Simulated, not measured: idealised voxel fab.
Process module heading - voxel wiring stack
Pictured: cross-section cut, 165 nm wide, on a grid of 5 nm square cells.
This document writes a cross-section as a grid whose cells are square, and gives it as bands, listed from the top down; one or more rows of cells form a band. The entry gives the band's vertical extent as a top height and a bottom height in nm, then its horizontal make-up as materials from left to right, each with a width in nm. "air" stands for empty space; a single material marked "edge to edge" fills the band edge to edge. Height 0 is the level under which the wafer as received is all one material. The lowest band goes on downwards, as in "0 nm and below". Width: "30..40" (first number = top row, second number = bottom row, same change from row to row of cells). Where a step carries "same as before", the cross-section came out of it unchanged, cell for cell. Under "Closed void catalog" you'll find the enclosed gaps, the ones with no way out to the top, that are 8 cells or bigger; each reads width x height at distance, with distance counted from the left edge, everything in nm. Formally, on a step line, whatever follows the settings is a remark that the simulator itself makes on the step. Regarding "overlay nm": on a step with a mask, it is the distance the mask lay to the right of its planned place; a negative value places it to the left.

[Listed below are the process steps as planned]
1 RECEIVE | material Si
2 CONFORMAL_DEP | material SiO2 | thk nm 15
3 CONFORMAL_DEP | material SiCN | thk nm 5
4 DIRECTIONAL_DEP | material SiO2 | thk nm 20
5 PATTERN | tone open | mask id METAL_1 | material resist | width nm 25 | pitch nm 50 | thk nm 20 | overlay nm 0
6 DIRECTIONAL_ETCH | etch materials SiO2 | depth nm 20
7 DIRECTIONAL_ETCH | etch materials SiCN | depth nm 5
8 STRIP | etch materials resist
9 CONFORMAL_DEP | material TiN | thk nm 5
10 FILL_DEP | material Cu | thk nm 10
11 CMP | height nm 40
12 EPI | material Ru | thk nm 5
13 FILL_DEP | material SiCN | thk nm 5
14 DIRECTIONAL_DEP | material SiO2 | thk nm 15
15 DIRECTIONAL_DEP | material aC | thk nm 10
16 PATTERN | tone open | mask id PLUG_1 | material resist | width nm 15 | thk nm 25 | overlay nm 0
17 DIRECTIONAL_ETCH | etch materials aC | depth nm 10
18 STRIP | etch materials resist
19 DIRECTIONAL_ETCH | etch materials SiO2 | depth nm 15
20 DIRECTIONAL_ETCH | etch materials SiCN | depth nm 5
21 STRIP | etch materials aC
22 CONFORMAL_DEP | material TiN | thk nm 5
23 FILL_DEP | material Cu | thk nm 5
24 CMP | height nm 65
25 DIRECTIONAL_DEP | material TiN | thk nm 5
26 DIRECTIONAL_DEP | material W | thk nm 15
27 MASKED_ETCH | tone cover | mask id METAL_2 | width nm 25 | pitch nm 50 | etch materials W | depth nm 15 | overlay nm 0
28 MASKED_ETCH | tone cover | mask id METAL_2 | width nm 25 | pitch nm 50 | etch materials TiN | depth nm 5 | overlay nm 0
29 FILL_DEP | material lowk | thk nm 10
30 CMP | height nm 85
31 CONFORMAL_DEP | material SiCN | thk nm 5
32 DIRECTIONAL_DEP | material lowk | thk nm 25
33 DIRECTIONAL_DEP | material aC | thk nm 10
34 PATTERN | tone open | mask id METAL_3_HOLES | material resist | width nm 15 | thk nm 30 | overlay nm 0
35 DIRECTIONAL_ETCH | etch materials aC | depth nm 10
36 STRIP | etch materials resist
37 DIRECTIONAL_ETCH | etch materials lowk | depth nm 25
38 STRIP | etch materials aC
39 MASKED_ETCH | tone open | mask id METAL_3 | width nm 25 | pitch nm 50 | etch materials lowk | depth nm 15 | overlay nm 0
40 MASKED_ETCH | tone open | mask id METAL_3 | width nm 25 | pitch nm 50 | etch materials SiCN | depth nm 5 | overlay nm 0
41 CONFORMAL_DEP | material TiN | thk nm 5
42 FILL_DEP | material Ru | thk nm 5
43 CMP | height nm 115
44 CONFORMAL_DEP | material SiCN | thk nm 5
45 DIRECTIONAL_DEP | material SiO2 | thk nm 30
46 DIRECTIONAL_DEP | material aC | thk nm 15
47 PATTERN | tone open | mask id METAL_4_HOLES | material resist | width nm 15 | pitch nm 50 | thk nm 30 | overlay nm 0
48 DIRECTIONAL_ETCH | etch materials aC | depth nm 5
49 STRIP | etch materials resist
50 DIRECTIONAL_ETCH | etch materials SiO2 | depth nm 30
51 STRIP | etch materials aC
52 DIRECTIONAL_DEP | material aC | thk nm 15
53 PATTERN | tone open | mask id METAL_4 | material resist | width nm 25 | pitch nm 50 | thk nm 30 | overlay nm 0
54 DIRECTIONAL_ETCH | etch materials aC | depth nm 15
55 STRIP | etch materials resist
56 DIRECTIONAL_ETCH | etch materials SiO2 | depth nm 15
57 DIRECTIONAL_ETCH | etch materials SiCN | depth nm 5
58 STRIP | etch materials aC
59 CONFORMAL_DEP | material TiN | thk nm 5
60 FILL_DEP | material Cu | thk nm 5
61 CMP | height nm 150
62 CONFORMAL_DEP | material SiN | thk nm 5
Wafer-to-wafer difference: depth nm, step 48. Common start. Plan = first wafer's value.

[The first of several wafers as received, shown in cross-section; this is its state after step 1]
* 0 nm and below = Si edge to edge
* Closed void catalog: none

[Once step 62, the last step, is complete, the module is at its end; this is the cross-section of the first of several wafers]
* 155 nm to 150 nm = SiN edge to edge
* 150 nm to 140 nm = 45 SiO2 | 5 TiN | 15 Cu | 5 TiN | 25 SiO2 | 5 TiN | 15 Cu | 5 TiN | 45 SiO2
* 140 nm to 135 nm = 45 SiO2 | 25 TiN | 25 SiO2 | 25 TiN | 45 SiO2
* 135 nm to 120 nm = SiO2 edge to edge
* 120 nm to 115 nm = SiCN edge to edge
* 115 nm to 105 nm = 45 lowk | 5 TiN | 15 Ru | 5 TiN | 25 lowk | 5 TiN | 15 Ru | 5 TiN | 45 lowk
* 105 nm to 100 nm = 45 lowk | 5 TiN | 5 Ru | 15 TiN | 25 lowk | 25 TiN | 45 lowk
* 100 nm to 90 nm = 45 lowk | 5 TiN | 5 Ru | 5 TiN | 105 lowk
* 90 nm to 85 nm = 45 SiCN | 15 TiN | 105 SiCN
* 85 nm to 70 nm = 45 lowk | 25 W | 25 lowk | 25 W | 45 lowk
* 70 nm to 65 nm = 45 lowk | 25 TiN | 25 lowk | 25 TiN | 45 lowk
* 65 nm to 50 nm = 45 SiO2 | 5 TiN | 5 Cu | 5 TiN | 105 SiO2
* 50 nm to 45 nm = 45 SiCN | 15 TiN | 105 SiCN
* 45 nm to 40 nm = 40 SiCN | 35 Ru | 15 SiCN | 35 Ru | 40 SiCN
* 40 nm to 20 nm = 45 SiO2 | 5 TiN | 15 Cu | 5 TiN | 25 SiO2 | 5 TiN | 15 Cu | 5 TiN | 45 SiO2
* 20 nm to 15 nm = 45 SiCN | 25 TiN | 25 SiCN | 25 TiN | 45 SiCN
* 15 nm to 0 nm = SiO2 edge to edge
* 0 nm and below = Si edge to edge
* Closed void catalog: none

[Last wafer, end of module, cross-section]
* 155 nm to 150 nm = SiN edge to edge
* 150 nm to 140 nm = 45 SiO2 | 5 TiN | 15 Cu | 5 TiN | 25 SiO2 | 5 TiN | 15 Cu | 5 TiN | 45 SiO2
* 140 nm to 135 nm = 45 SiO2 | 5 TiN | 5 Cu | 15 TiN | 25 SiO2 | 5 TiN | 5 Cu | 15 TiN | 45 SiO2
* 135 nm to 120 nm = 45 SiO2 | 5 TiN | 5 Cu | 5 TiN | 35 SiO2 | 5 TiN | 5 Cu | 5 TiN | 55 SiO2
* 120 nm to 115 nm = 45 SiCN | 15 TiN | 35 SiCN | 15 TiN | 55 SiCN
* 115 nm to 105 nm = 45 lowk | 5 TiN | 15 Ru | 5 TiN | 25 lowk | 5 TiN | 15 Ru | 5 TiN | 45 lowk
* 105 nm to 100 nm = 45 lowk | 5 TiN | 5 Ru | 15 TiN | 25 lowk | 25 TiN | 45 lowk
* 100 nm to 90 nm = 45 lowk | 5 TiN | 5 Ru | 5 TiN | 105 lowk
* 90 nm to 85 nm = 45 SiCN | 15 TiN | 105 SiCN
* 85 nm to 70 nm = 45 lowk | 25 W | 25 lowk | 25 W | 45 lowk
* 70 nm to 65 nm = 45 lowk | 25 TiN | 25 lowk | 25 TiN | 45 lowk
* 65 nm to 50 nm = 45 SiO2 | 5 TiN | 5 Cu | 5 TiN | 105 SiO2
* 50 nm to 45 nm = 45 SiCN | 15 TiN | 105 SiCN
* 45 nm to 40 nm = 40 SiCN | 35 Ru | 15 SiCN | 35 Ru | 40 SiCN
* 40 nm to 20 nm = 45 SiO2 | 5 TiN | 15 Cu | 5 TiN | 25 SiO2 | 5 TiN | 15 Cu | 5 TiN | 45 SiO2
* 20 nm to 15 nm = 45 SiCN | 25 TiN | 25 SiCN | 25 TiN | 45 SiCN
* 15 nm to 0 nm = SiO2 edge to edge
* 0 nm and below = Si edge to edge
* Closed void catalog: none

[Per-wafer rows below. For each material: cells gained (+) or lost (-) since the wafer was received, as of end of module. Then: closed voids]
depth nm 5; +39 Cu; +29 Ru; +135 SiCN; +33 SiN; +449 SiO2; +87 TiN; +30 W; +221 lowk; Closed void catalog: none
depth nm 10; +39 Cu; +29 Ru; +135 SiCN; +33 SiN; +449 SiO2; +87 TiN; +30 W; +221 lowk; Closed void catalog: none
depth nm 15; +47 Cu; +29 Ru; +129 SiCN; +33 SiN; +431 SiO2; +103 TiN; +30 W; +221 lowk; Closed void catalog: none
depth nm 20; +47 Cu; +29 Ru; +129 SiCN; +33 SiN; +431 SiO2; +103 TiN; +30 W; +221 lowk; Closed void catalog: none
depth nm 25; +47 Cu; +29 Ru; +129 SiCN; +33 SiN; +431 SiO2; +103 TiN; +30 W; +221 lowk; Closed void catalog: none
depth nm 30; +47 Cu; +29 Ru; +129 SiCN; +33 SiN; +431 SiO2; +103 TiN; +30 W; +221 lowk; Closed void catalog: none
